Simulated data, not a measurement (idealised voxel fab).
A process module follows: voxel spacer lines.
Square cells of 5 nm make up the cross-section cut, whose width is 300 nm.
We lay out every cross-section as a grid of square cells and spell it out in bands from the top down, where one band means one or more rows of cells. What a band's entry tells you: where the top is and where the bottom is, as heights in nm, and after that what lies inside, material by material from left to right, each with its width in nm. Empty space is written as the word "empty", and a single material marked with the word "everywhere" occupies the band from edge to edge. It should be noted that heights are counted from 0, beneath which the wafer as supplied is of one material throughout, and that the lowest band possesses no lower boundary but continues downward, as written in "0 and below". Top row gets the first number, bottom row gets the second, and each row in between changes by the same step: that is how a band width like "30..40" works. For the purposes of this document, the phrase "stayed the same" attached to a step denotes that no cell within the cross-section was modified by that step. Look at "Sealed internal voids" for the closed voids: empty spaces with no open path to the top, sized 8 cells or up. Each is width x height at distance, distance from the left edge, all nm. The remark found on a step's line after its settings is issued by the simulator itself and pertains to that step. A step's line can hold "overlay nm"; with a mask on that step, the setting says how far right of the planned place the mask lay, while a negative setting says it lay to the left.

### The steps planned for the process are as follows
- 1: RECEIVE, material Si
- 2: CONFORMAL_DEP, material Al2O3, thk nm 5
- 3: DIRECTIONAL_DEP, material W, thk nm 10
- 4: DIRECTIONAL_DEP, material aC, thk nm 20
- 5: PATTERN, tone cover, mask id MANDREL, material resist, width nm 15, pitch nm 50, thk nm 30, overlay nm 0
- 6: DIRECTIONAL_ETCH, etch materials aC, depth nm 20
- 7: STRIP, etch materials resist
- 8: CONFORMAL_DEP, material SiO2, thk nm 10
- 9: DIRECTIONAL_ETCH, etch materials SiO2, depth nm 10
- 10: STRIP, etch materials aC
- 11: DIRECTIONAL_ETCH, etch materials W, depth nm 10
- 12: STRIP, etch materials SiO2
- 13: FILL_DEP, material SiO2, thk nm 5
- 14: CMP, height nm 15

### Cross-section of the incoming wafer, state after step 1
  0 and below = Si everywhere
  Sealed internal voids: none

### Starting structure and process plan are as shown above, but one mistake was made in running the module; the wafer cross-section at the end of the module follows
  10 down to 5 = SiO2=80 / W=10 / SiO2=15 / W=10 / SiO2=15 / W=10 / SiO2=15 / W=10 / SiO2=15 / W=10 / SiO2=15 / W=10 / SiO2=85
  5 down to 0 = Al2O3 everywhere
  0 and below = Si everywhere
  Sealed internal voids: none
What went wrong in running the wafer? step 14 off recipe, ran as CMP, height nm 10
